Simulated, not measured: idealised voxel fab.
process module | voxel capacitor over wiring
cross-section cut | 210 nm wide | cells 5 nm
A cross-section is a grid of square cells, given in bands from the top down. A band is one or more rows of cells.
Each band's line starts with the height of the band's top and of its bottom, in nm. Then come its materials from left to right, each with its width in nm. One material with "throughout" fills the band from edge to edge. "air" is empty space.
Height 0 is the level under which the wafer as received is all one material. The lowest band goes on downwards, as in "0 down".
A width such as "30 to 40" changes by the same amount from each row of cells to the next, from the band's top row to its bottom row.
"no change" after a step means that no cell of the cross-section changed.
closed voids: empty space of 8 cells or more with no open way to the top, each as width x height at its distance from the left edge, in nm
after a step's settings: what the simulator itself notes on the step
overlay nm, on a step with a mask: how far to the right of its planned place the mask lay; to the left if negative
plan
1 op RECEIVE | material Si
2 op CONFORMAL_DEP | material SiO2 | thk nm 15
3 op CONFORMAL_DEP | material SiCN | thk nm 5
4 op DIRECTIONAL_DEP | material SiO2 | thk nm 25
5 op MASKED_ETCH | tone open | mask id METAL_1 | width nm 25 | pitch nm 75 | etch materials SiO2 | depth nm 25 | overlay nm 0
6 op MASKED_ETCH | tone open | mask id METAL_1 | width nm 25 | pitch nm 75 | etch materials SiCN | depth nm 5 | overlay nm 0
7 op CONFORMAL_DEP | material TiN | thk nm 5
8 op FILL_DEP | material W | thk nm 10
9 op CMP | height nm 45
10 op EPI | material Ru | thk nm 5
11 op FILL_DEP | material SiCN | thk nm 5
12 op DIRECTIONAL_DEP | material SiO2 | thk nm 10
13 op MASKED_ETCH | tone open | mask id PLUG_1 | width nm 15 | etch materials SiO2 | depth nm 10 | overlay nm 0
14 op MASKED_ETCH | tone open | mask id PLUG_1 | width nm 15 | etch materials SiCN | depth nm 5 | overlay nm 0
15 op CONFORMAL_DEP | material TiN | thk nm 5
16 op FILL_DEP | material W | thk nm 5
17 op CMP | height nm 65
18 op DIRECTIONAL_DEP | material TiN | thk nm 10
19 op DIRECTIONAL_DEP | material Al2O3 | thk nm 5
20 op DIRECTIONAL_DEP | material TiN | thk nm 10
21 op PATTERN | tone cover | mask id UPPER_PLATE | material resist | width nm 55 | thk nm 20 | overlay nm 0
22 op DIRECTIONAL_ETCH | etch materials TiN | depth nm 10
23 op DIRECTIONAL_ETCH | etch materials Al2O3 | depth nm 5
24 op STRIP | etch materials resist
25 op PATTERN | tone cover | mask id LOWER_PLATE | material resist | width nm 65 | thk nm 15 | overlay nm 0
26 op DIRECTIONAL_ETCH | etch materials TiN | depth nm 10
27 op STRIP | etch materials resist
28 op FILL_DEP | material SiO2 | thk nm 20
29 op CMP | height nm 105
30 op PATTERN | tone open | mask id PLUG_2 | material resist | width nm 15 | thk nm 20 | overlay nm 0
31 op DIRECTIONAL_ETCH | etch materials SiO2 | depth nm 15
32 op STRIP | etch materials resist
33 op CONFORMAL_DEP | material TiN | thk nm 5
34 op FILL_DEP | material Ru | thk nm 5
35 op CMP | height nm 105
36 op CONFORMAL_DEP | material SiCN | thk nm 5
first wafer, as planned
as received, after step 1
  0 down: Si throughout
  closed voids: none
after step 2
  15 to 0: SiO2 throughout
  below 0: unchanged
after step 3
  20 to 15: SiCN throughout
  below 15: unchanged
after step 4
  45 to 20: SiO2 throughout
  below 20: unchanged
after step 5
  45 to 20: SiO2 55 | air 25 | SiO2 50 | air 25 | SiO2 55
  below 20: unchanged
after step 6
  45 to 20: SiO2 55 | air 25 | SiO2 50 | air 25 | SiO2 55
  20 to 15: SiCN 55 | air 25 | SiCN 50 | air 25 | SiCN 55
  below 15: unchanged
after step 7
  50 to 45: TiN 60 | air 15 | TiN 60 | air 15 | TiN 60
  45 to 20: SiO2 55 | TiN 5 | air 15 | TiN 5 | SiO2 50 | TiN 5 | air 15 | TiN 5 | SiO2 55
  20 to 15: SiCN 55 | TiN 25 | SiCN 50 | TiN 25 | SiCN 55
  below 15: unchanged
after step 8
  60 to 50: W throughout
  50 to 45: TiN 60 | W 15 | TiN 60 | W 15 | TiN 60
  45 to 20: SiO2 55 | TiN 5 | W 15 | TiN 5 | SiO2 50 | TiN 5 | W 15 | TiN 5 | SiO2 55
  below 20: unchanged
after step 9
  45 to 20: SiO2 55 | TiN 5 | W 15 | TiN 5 | SiO2 50 | TiN 5 | W 15 | TiN 5 | SiO2 55
  below 20: unchanged
after step 10
  50 to 45: air 50 | Ru 35 | air 40 | Ru 35 | air 50
  below 45: unchanged
after step 11
  55 to 50: SiCN throughout
  50 to 45: SiCN 50 | Ru 35 | SiCN 40 | Ru 35 | SiCN 50
  below 45: unchanged
after step 12
  65 to 55: SiO2 throughout
  below 55: unchanged
after step 13
  65 to 55: SiO2 65 | air 15 | SiO2 130
  below 55: unchanged
after step 14
  65 to 55: SiO2 65 | air 15 | SiO2 130
  55 to 50: SiCN 65 | air 15 | SiCN 130
  below 50: unchanged
after step 15
  70 to 65: TiN 70 | air 5 | TiN 135
  65 to 55: SiO2 65 | TiN 5 | air 5 | TiN 5 | SiO2 130
  55 to 50: SiCN 65 | TiN 15 | SiCN 130
  below 50: unchanged
after step 16
  75 to 70: W throughout
  70 to 65: TiN 70 | W 5 | TiN 135
  65 to 55: SiO2 65 | TiN 5 | W 5 | TiN 5 | SiO2 130
  below 55: unchanged
after step 17
  65 to 55: SiO2 65 | TiN 5 | W 5 | TiN 5 | SiO2 130
  below 55: unchanged
after step 18
  75 to 65: TiN throughout
  below 65: unchanged
after step 19
  80 to 75: Al2O3 throughout
  below 75: unchanged
after step 20
  90 to 80: TiN throughout
  below 80: unchanged
after step 21
  110 to 90: air 65 | resist 55 | air 90
  below 90: unchanged
after step 22
  110 to 90: air 65 | resist 55 | air 90
  90 to 80: air 65 | TiN 55 | air 90
  below 80: unchanged
after step 23
  110 to 90: air 65 | resist 55 | air 90
  90 to 80: air 65 | TiN 55 | air 90
  80 to 75: air 65 | Al2O3 55 | air 90
  below 75: unchanged
after step 24
  90 to 80: air 65 | TiN 55 | air 90
  below 80: unchanged
after step 25
  105 to 90: air 60 | resist 65 | air 85
  90 to 80: air 60 | resist 5 | TiN 55 | resist 5 | air 85
  80 to 75: air 60 | resist 5 | Al2O3 55 | resist 5 | air 85
  below 75: unchanged
after step 26
  105 to 90: air 60 | resist 65 | air 85
  90 to 80: air 60 | resist 5 | TiN 55 | resist 5 | air 85
  80 to 75: air 60 | resist 5 | Al2O3 55 | resist 5 | air 85
  75 to 65: air 60 | TiN 65 | air 85
  below 65: unchanged
after step 27
  90 to 80: air 65 | TiN 55 | air 90
  80 to 75: air 65 | Al2O3 55 | air 90
  below 75: unchanged
after step 28
  110 to 90: SiO2 throughout
  90 to 80: SiO2 65 | TiN 55 | SiO2 90
  80 to 75: SiO2 65 | Al2O3 55 | SiO2 90
  75 to 65: SiO2 60 | TiN 65 | SiO2 85
  below 65: unchanged
after step 29
  105 to 90: SiO2 throughout
  below 90: unchanged
after step 30
  125 to 105: resist 75 | air 15 | resist 120
  below 105: unchanged
after step 31
  125 to 105: resist 75 | air 15 | resist 120
  105 to 90: SiO2 75 | air 15 | SiO2 120
  below 90: unchanged
after step 32
  105 to 90: SiO2 75 | air 15 | SiO2 120
  below 90: unchanged
after step 33
  110 to 105: TiN 80 | air 5 | TiN 125
  105 to 95: SiO2 75 | TiN 5 | air 5 | TiN 5 | SiO2 120
  95 to 90: SiO2 75 | TiN 15 | SiO2 120
  below 90: unchanged
after step 34
  115 to 110: Ru throughout
  110 to 105: TiN 80 | Ru 5 | TiN 125
  105 to 95: SiO2 75 | TiN 5 | Ru 5 | TiN 5 | SiO2 120
  below 95: unchanged
after step 35
  105 to 95: SiO2 75 | TiN 5 | Ru 5 | TiN 5 | SiO2 120
  below 95: unchanged
after step 36
  110 to 105: SiCN throughout
  below 105: unchanged
second wafer: like start, like plan, one mistake. Through step 1 it matches the first wafer
when step 2 should have ended: no change
when step 3 should have ended
  5 to 0: SiCN throughout
  below 0: unchanged
when step 4 should have ended
  30 to 5: SiO2 throughout
  below 5: unchanged
when step 5 should have ended
  30 to 5: SiO2 55 | air 25 | SiO2 50 | air 25 | SiO2 55
  below 5: unchanged
when step 6 should have ended
  30 to 5: SiO2 55 | air 25 | SiO2 50 | air 25 | SiO2 55
  5 to 0: SiCN 55 | air 25 | SiCN 50 | air 25 | SiCN 55
  below 0: unchanged
when step 7 should have ended
  35 to 30: TiN 60 | air 15 | TiN 60 | air 15 | TiN 60
  30 to 5: SiO2 55 | TiN 5 | air 15 | TiN 5 | SiO2 50 | TiN 5 | air 15 | TiN 5 | SiO2 55
  5 to 0: SiCN 55 | TiN 25 | SiCN 50 | TiN 25 | SiCN 55
  below 0: unchanged
when step 8 should have ended
  45 to 35: W throughout
  35 to 30: TiN 60 | W 15 | TiN 60 | W 15 | TiN 60
  30 to 5: SiO2 55 | TiN 5 | W 15 | TiN 5 | SiO2 50 | TiN 5 | W 15 | TiN 5 | SiO2 55
  below 5: unchanged
when step 9 should have ended: no change
when step 10 should have ended
  50 to 45: Ru throughout
  below 45: unchanged
when step 11 should have ended
  55 to 50: SiCN throughout
  below 50: unchanged
when step 12 should have ended
  65 to 55: SiO2 throughout
  below 55: unchanged
when step 13 should have ended
  65 to 55: SiO2 65 | air 15 | SiO2 130
  below 55: unchanged
when step 14 should have ended
  65 to 55: SiO2 65 | air 15 | SiO2 130
  55 to 50: SiCN 65 | air 15 | SiCN 130
  below 50: unchanged
when step 15 should have ended
  70 to 65: TiN 70 | air 5 | TiN 135
  65 to 55: SiO2 65 | TiN 5 | air 5 | TiN 5 | SiO2 130
  55 to 50: SiCN 65 | TiN 15 | SiCN 130
  below 50: unchanged
when step 16 should have ended
  75 to 70: W throughout
  70 to 65: TiN 70 | W 5 | TiN 135
  65 to 55: SiO2 65 | TiN 5 | W 5 | TiN 5 | SiO2 130
  below 55: unchanged
when step 17 should have ended
  65 to 55: SiO2 65 | TiN 5 | W 5 | TiN 5 | SiO2 130
  below 55: unchanged
when step 18 should have ended
  75 to 65: TiN throughout
  below 65: unchanged
when step 19 should have ended
  80 to 75: Al2O3 throughout
  below 75: unchanged
when step 20 should have ended
  90 to 80: TiN throughout
  below 80: unchanged
when step 21 should have ended
  110 to 90: air 65 | resist 55 | air 90
  below 90: unchanged
when step 22 should have ended
  110 to 90: air 65 | resist 55 | air 90
  90 to 80: air 65 | TiN 55 | air 90
  below 80: unchanged
when step 23 should have ended
  110 to 90: air 65 | resist 55 | air 90
  90 to 80: air 65 | TiN 55 | air 90
  80 to 75: air 65 | Al2O3 55 | air 90
  below 75: unchanged
when step 24 should have ended
  90 to 80: air 65 | TiN 55 | air 90
  below 80: unchanged
when step 25 should have ended
  105 to 90: air 60 | resist 65 | air 85
  90 to 80: air 60 | resist 5 | TiN 55 | resist 5 | air 85
  80 to 75: air 60 | resist 5 | Al2O3 55 | resist 5 | air 85
  below 75: unchanged
when step 26 should have ended
  105 to 90: air 60 | resist 65 | air 85
  90 to 80: air 60 | resist 5 | TiN 55 | resist 5 | air 85
  80 to 75: air 60 | resist 5 | Al2O3 55 | resist 5 | air 85
  75 to 65: air 60 | TiN 65 | air 85
  below 65: unchanged
when step 27 should have ended
  90 to 80: air 65 | TiN 55 | air 90
  80 to 75: air 65 | Al2O3 55 | air 90
  below 75: unchanged
when step 28 should have ended
  110 to 90: SiO2 throughout
  90 to 80: SiO2 65 | TiN 55 | SiO2 90
  80 to 75: SiO2 65 | Al2O3 55 | SiO2 90
  75 to 65: SiO2 60 | TiN 65 | SiO2 85
  below 65: unchanged
when step 29 should have ended
  105 to 90: SiO2 throughout
  below 90: unchanged
when step 30 should have ended
  125 to 105: resist 75 | air 15 | resist 120
  below 105: unchanged
when step 31 should have ended
  125 to 105: resist 75 | air 15 | resist 120
  105 to 90: SiO2 75 | air 15 | SiO2 120
  below 90: unchanged
when step 32 should have ended
  105 to 90: SiO2 75 | air 15 | SiO2 120
  below 90: unchanged
when step 33 should have ended
  110 to 105: TiN 80 | air 5 | TiN 125
  105 to 95: SiO2 75 | TiN 5 | air 5 | TiN 5 | SiO2 120
  95 to 90: SiO2 75 | TiN 15 | SiO2 120
  below 90: unchanged
when step 34 should have ended
  115 to 110: Ru throughout
  110 to 105: TiN 80 | Ru 5 | TiN 125
  105 to 95: SiO2 75 | TiN 5 | Ru 5 | TiN 5 | SiO2 120
  below 95: unchanged
when step 35 should have ended
  105 to 95: SiO2 75 | TiN 5 | Ru 5 | TiN 5 | SiO2 120
  below 95: unchanged
when step 36 should have ended
  110 to 105: SiCN throughout
  below 105: unchanged
what went wrong: step 2 was left out
at the end the second wafer has, in cells: 28 more of Ru | 28 fewer of SiCN | 126 fewer of SiO2 | 36 more of TiN | 90 more of W
